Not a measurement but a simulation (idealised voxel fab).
process module | voxel transistor to metal
cross-section cut | 270 nm wide | cells 5 nm
A cross-section is a grid of square cells, given in bands from the top down. A band is one or more rows of cells.
Each band's line starts with the height of the band's top and of its bottom, in nm. Then come its materials from left to right, each with its width in nm. One material with "throughout" fills the band from edge to edge. "air" is empty space.
Height 0 is the level under which the wafer as received is all one material. The lowest band goes on downwards, as in "0 down".
A width such as "30 to 40" changes by the same amount from each row of cells to the next, from the band's top row to its bottom row.
"no change" after a step means that no cell of the cross-section changed.
closed voids: empty space of 8 cells or more with no open way to the top, each as width x height at its distance from the left edge, in nm
after a step's settings: what the simulator itself notes on the step
overlay nm, on a step with a mask: how far to the right of its planned place the mask lay; to the left if negative
plan
1 op RECEIVE | material Si
2 op CONFORMAL_DEP | material SiO2 | thk nm 5
3 op CONFORMAL_DEP | material SiN | thk nm 15
4 op PATTERN | tone cover | mask id ACTIVE | material resist | width nm 100 | pitch nm 130 | thk nm 20 | overlay nm 0
5 op DIRECTIONAL_ETCH | etch materials SiN | depth nm 15
6 op DIRECTIONAL_ETCH | etch materials SiO2 | depth nm 5
7 op DIRECTIONAL_ETCH | etch materials Si | depth nm 30
8 op STRIP | etch materials resist
9 op OXIDIZE | depth nm 5
10 op FILL_DEP | material SiO2 | thk nm 5
11 op CMP | height nm 20
12 op SELECTIVE_ETCH | etch materials SiO2 | depth nm 15
13 op STRIP | etch materials SiN
14 op SELECTIVE_ETCH | etch materials SiO2 | depth nm 5
15 op OXIDIZE | depth nm 5
16 op DIRECTIONAL_DEP | material polySi | thk nm 25
17 op DIRECTIONAL_DEP | material SiCN | thk nm 10
18 op MASKED_ETCH | tone cover | mask id GATE | width nm 20 | pitch nm 130 | etch materials SiCN | depth nm 20 | overlay nm 0
19 op MASKED_ETCH | tone cover | mask id GATE | width nm 20 | pitch nm 130 | etch materials polySi | depth nm 35 | overlay nm 0
20 op CONFORMAL_DEP | material SiO2 | thk nm 5
21 op DIRECTIONAL_ETCH | etch materials SiO2 | depth nm 5
22 op CONFORMAL_DEP | material SiN | thk nm 5
23 op DIRECTIONAL_ETCH | etch materials SiN | depth nm 5
24 op DIRECTIONAL_ETCH | etch materials SiO2 | depth nm 5
25 op DIRECTIONAL_ETCH | etch materials Si | depth nm 15
26 op EPI | material pSi | thk nm 20
27 op FILL_DEP | material SiO2 | thk nm 5
28 op CMP | height nm 35
29 op DIRECTIONAL_DEP | material SiO2 | thk nm 15
30 op MASKED_ETCH | tone open | mask id CONTACT | width nm 15 | etch materials SiO2 | depth nm 50 | overlay nm 0
31 op CONFORMAL_DEP | material TiN | thk nm 5
32 op FILL_DEP | material Ru | thk nm 10
33 op CMP | height nm 50
34 op CONFORMAL_DEP | material SiN | thk nm 5
35 op DIRECTIONAL_DEP | material lowk | thk nm 15
36 op PATTERN | tone open | mask id METAL_1 | material resist | width nm 15 | thk nm 20 | overlay nm 0
37 op DIRECTIONAL_ETCH | etch materials lowk | depth nm 15
38 op DIRECTIONAL_ETCH | etch materials SiN | depth nm 5
39 op STRIP | etch materials resist
40 op CONFORMAL_DEP | material TiN | thk nm 5
41 op FILL_DEP | material W | thk nm 5
42 op CMP | height nm 70
43 op EPI | material Ru | thk nm 5
44 op FILL_DEP | material SiCN | thk nm 5
as received, after step 1
  0 down: Si throughout
  closed voids: none
a wafer at the end: this start, this plan, one mistake
  80 to 75: SiCN throughout
  75 to 70: SiCN 20 | Ru 25 | SiCN 50 | Ru 25 | SiCN 30 | Ru 25 | SiCN 50 | Ru 25 | SiCN 20
  70 to 55: lowk 25 | TiN 5 | W 5 | TiN 5 | lowk 60 | TiN 5 | W 5 | TiN 5 | lowk 40 | TiN 5 | W 5 | TiN 5 | lowk 60 | TiN 5 | W 5 | TiN 5 | lowk 25
  55 to 50: SiN 25 | TiN 15 | SiN 60 | TiN 15 | SiN 40 | TiN 15 | SiN 60 | TiN 15 | SiN 25
  50 to 35: SiO2 25 | TiN 5 | Ru 5 | TiN 5 | SiO2 60 | TiN 5 | Ru 5 | TiN 5 | SiO2 40 | TiN 5 | Ru 5 | TiN 5 | SiO2 60 | TiN 5 | Ru 5 | TiN 5 | SiO2 25
  35 to 30: SiO2 25 | TiN 5 | Ru 5 | TiN 5 | SiO2 10 | SiN 5 | SiO2 5 | SiCN 20 | SiO2 5 | SiN 5 | SiO2 10 | TiN 5 | Ru 5 | TiN 5 | SiO2 40 | TiN 5 | Ru 5 | TiN 5 | SiO2 10 | SiN 5 | SiO2 5 | SiCN 20 | SiO2 5 | SiN 5 | SiO2 10 | TiN 5 | Ru 5 | TiN 5 | SiO2 25
  30 to 25: SiO2 25 | TiN 5 | Ru 5 | TiN 5 | SiO2 10 | SiN 5 | SiO2 5 | polySi 20 | SiO2 5 | SiN 5 | SiO2 10 | TiN 5 | Ru 5 | TiN 5 | SiO2 40 | TiN 5 | Ru 5 | TiN 5 | SiO2 10 | SiN 5 | SiO2 5 | polySi 20 | SiO2 5 | SiN 5 | SiO2 10 | TiN 5 | Ru 5 | TiN 5 | SiO2 25
  25 to 20: SiO2 25 | TiN 15 | SiO2 10 | SiN 5 | SiO2 5 | polySi 20 | SiO2 5 | SiN 5 | SiO2 10 | TiN 15 | SiO2 40 | TiN 15 | SiO2 10 | SiN 5 | SiO2 5 | polySi 20 | SiO2 5 | SiN 5 | SiO2 10 | TiN 15 | SiO2 25
  20 to 5: SiO2 25 | TiN 5 | pSi 20 | SiN 5 | SiO2 5 | polySi 20 | SiO2 5 | SiN 5 | pSi 20 | TiN 5 | SiO2 40 | TiN 5 | pSi 20 | SiN 5 | SiO2 5 | polySi 20 | SiO2 5 | SiN 5 | pSi 20 | TiN 5 | SiO2 25
  5 to 0: SiO2 15 | SiN 5 | pSi 30 | SiO2 40 | pSi 30 | SiN 5 | SiO2 20 | SiN 5 | pSi 30 | SiO2 40 | pSi 30 | SiN 5 | SiO2 15
  0 to -15: SiO2 25 | pSi 25 | Si 40 | pSi 25 | SiO2 40 | pSi 25 | Si 40 | pSi 25 | SiO2 25
  -15 to -35: SiO2 25 | Si 90 | SiO2 40 | Si 90 | SiO2 25
  -35 down: Si throughout
  closed voids: none
what went wrong: steps 13 and 14 were swapped
